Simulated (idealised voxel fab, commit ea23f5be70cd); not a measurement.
You're looking at the process module voxel spacer lines.
The cross-section shown here is cut; it is 185 nm wide and divided into square cells measuring 5 nm on a side.
Think of the cross-section as a grid of square cells. We describe it in bands, top to bottom, and each band covers one or more rows of those cells.
In this notation a band is specified by the heights of its top and bottom, in that order and in nm, after which its materials appear from left to right, each paired with its width in nm. The word "everywhere" attached to a single material means that material fills the band from edge to edge; the word "blank" stands for empty space.
Note: height 0 marks the level under which the wafer is uniformly one material as received. Lowest band unbounded below, written "from 0 down".
A width given as "30 to 40" starts at the first number in the band's top row and ends at the second number in its bottom row, shifting by an equal amount at every step from row to row.
Where a step carries "no change occurred", the cross-section came out of it unchanged, cell for cell.
"Tabulated closed voids" enumerates empty spaces isolated from the top, with no open way to it, that contain at least 8 cells, giving each as width x height at distance from the left edge, all three in nm.
That trailing text on a step's line, after the settings, is the simulator's own remark on the step.
On any step carrying a mask, the "overlay nm" setting, if present on the step's line, tells how far right of its planned place the mask lay; negative values point to the left.

Here's what the planned process steps look like:
1. RECEIVE with material Si
2. CONFORMAL_DEP with material Al2O3, thk nm 10
3. DIRECTIONAL_DEP with material SiN, thk nm 10
4. DIRECTIONAL_DEP with material polySi, thk nm 30
5. PATTERN with tone cover, mask id MANDREL, material resist, width nm 20, pitch nm 60, thk nm 40, overlay nm 0
6. DIRECTIONAL_ETCH with etch materials polySi, depth nm 30
7. STRIP with etch materials resist
8. CONFORMAL_DEP with material SiO2, thk nm 10
9. DIRECTIONAL_ETCH with etch materials SiO2, depth nm 10
10. STRIP with etch materials polySi
11. DIRECTIONAL_ETCH with etch materials SiN, depth nm 5
12. STRIP with etch materials SiO2
Among the wafers covered here, the point of difference is the depth nm at step 11; their starting state is shared, and the plan presents the value of the first wafer.

First wafer of several, as received: cross-section after step 1:
* from 0 down: Si everywhere
* Tabulated closed voids: none

Depicted here is the first of several wafers in cross-section, at module completion following the last step, step 12:
* from 20 to 15: 10 blank  10 SiN  20 blank  10 SiN  20 blank  10 SiN  20 blank  10 SiN  20 blank  10 SiN  20 blank  10 SiN  15 blank
* from 15 to 10: SiN everywhere
* from 10 to 0: Al2O3 everywhere
* from 0 down: Si everywhere
* Tabulated closed voids: none

Cross-section of the final wafer among several, taken at the end of the module:
* from 20 to 10: 10 blank  10 SiN  20 blank  10 SiN  20 blank  10 SiN  20 blank  10 SiN  20 blank  10 SiN  20 blank  10 SiN  15 blank
* from 10 to 0: Al2O3 everywhere
* from 0 down: Si everywhere
* Tabulated closed voids: none

The table below has one row for each wafer; a row shows, as of the end of the module, how many cells of each material the wafer has gained, marked (+), or lost, marked (-), since it was received, and then the wafer's closed voids:
depth nm 5 | +74 Al2O3 | +49 SiN | Tabulated closed voids: none
depth nm 10 | +74 Al2O3 | +24 SiN | Tabulated closed voids: none
depth nm 15 | +74 Al2O3 | +24 SiN | Tabulated closed voids: none
depth nm 20 | +74 Al2O3 | +24 SiN | Tabulated closed voids: none
depth nm 25 | +74 Al2O3 | +24 SiN | Tabulated closed voids: none
